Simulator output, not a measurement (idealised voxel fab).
process module | voxel lift off
cross-section cut | 285 nm wide | cells 5 nm
A cross-section is a grid of square cells, given in bands from the top down. A band is one or more rows of cells.
Each band's line starts with the height of the band's top and of its bottom, in nm. Then come its materials from left to right, each with its width in nm. One material with "throughout" fills the band from edge to edge. "air" is empty space.
Height 0 is the level under which the wafer as received is all one material. The lowest band goes on downwards, as in "0 down".
A width such as "30 to 40" changes by the same amount from each row of cells to the next, from the band's top row to its bottom row.
"no change" after a step means that no cell of the cross-section changed.
closed voids: empty space of 8 cells or more with no open way to the top, each as width x height at its distance from the left edge, in nm
after a step's settings: what the simulator itself notes on the step
overlay nm, on a step with a mask: how far to the right of its planned place the mask lay; to the left if negative
plan
1 op RECEIVE | material Si
2 op CONFORMAL_DEP | material Al2O3 | thk nm 15
3 op PATTERN | tone open | mask id LINES | material resist | width nm 25 | pitch nm 40 | thk nm 20 | overlay nm 0
4 op DIRECTIONAL_DEP | material Ru | thk nm 5
5 op STRIP | etch materials resist
6 op CONFORMAL_DEP | material SiO2 | thk nm 10
as received, after step 1
  0 down: Si throughout
  closed voids: none
a wafer at the end: this start, this plan, one mistake
  30 to 25: SiO2 120 | air 5 | SiO2 35 | air 5 | SiO2 120
  25 to 20: SiO2 throughout
  20 to 15: Ru 110 | SiO2 25 | Ru 15 | SiO2 25 | Ru 110
  15 to 0: Al2O3 throughout
  0 down: Si throughout
  closed voids: none
what went wrong: step 3 ran as: op PATTERN | tone cover | mask id LINES | material resist | width nm 25 | pitch nm 40 | thk nm 20 | overlay nm 0
